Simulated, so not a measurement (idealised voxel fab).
The following process module bears the name voxel double patterning.
230 nm wide, 5 nm square cells: that's cross-section cut.
We lay out every cross-section as a grid of square cells and spell it out in bands from the top down, where one band means one or more rows of cells. Top, bottom (nm), then materials left to right with widths (nm); lone material tagged "throughout" fills the whole band edge to edge; "blank" = empty space. Counting heights begins at 0, where everything beneath is, in the wafer as received, one material. The lowest band has no bottom; it goes on downwards, as "0 down" shows. It should be noted that a width expressed as "30..40" varies in equal increments from row to row of cells within the band, taking the value of the first number at the top row and that of the second number at the bottom row. "stayed the same" means the step left every cell of the cross-section as it was. Entry "Closed void entries". Content: empty spaces with no open connection to the top, size 8 cells or greater. Each: width x height at distance. Distance: from left edge. Unit: nm. Note: text after step settings on the step line = simulator remark on that step. What "overlay nm" on a step's line means: if the step has a mask, that mask lay this far to the right of its planned place, or, when the value is negative, to the left.
# The process steps that were planned are listed below
1) op RECEIVE | material Si
2) op CONFORMAL_DEP | material SiO2 | thk nm 10
3) op DIRECTIONAL_DEP | material W | thk nm 15
4) op DIRECTIONAL_DEP | material SiCN | thk nm 5
5) op MASKED_ETCH | tone open | mask id FIRST | width nm 15 | pitch nm 50 | etch materials SiCN | depth nm 5 | overlay nm 0
6) op DIRECTIONAL_DEP | material aC | thk nm 10
7) op PATTERN | tone open | mask id SECOND | material resist | width nm 15 | pitch nm 50 | thk nm 30 | overlay nm 0
8) op DIRECTIONAL_ETCH | etch materials aC | depth nm 10
9) op STRIP | etch materials resist
10) op DIRECTIONAL_ETCH | etch materials SiCN | depth nm 5
11) op STRIP | etch materials aC
12) op DIRECTIONAL_ETCH | etch materials W | depth nm 15
13) op STRIP | etch materials SiCN
# Cross-section of the incoming wafer, state after step 1
0 down | Si throughout
Closed void entries: none
# Post-module cross-section: identical start and plan to those above, one misstep in execution
25 to 15 | 55 nm W / 15 nm blank / 10 nm W / 15 nm blank / 10 nm W / 15 nm blank / 10 nm W / 15 nm blank / 10 nm W / 15 nm blank / 60 nm W
15 to 10 | W throughout
10 to 0 | SiO2 throughout
0 down | Si throughout
Closed void entries: none
It is concluded that the wafer was processed incorrectly with respect to the plan, in that in deviation from the planned setting, step 12 was conducted as op DIRECTIONAL_ETCH | etch materials W | depth nm 10
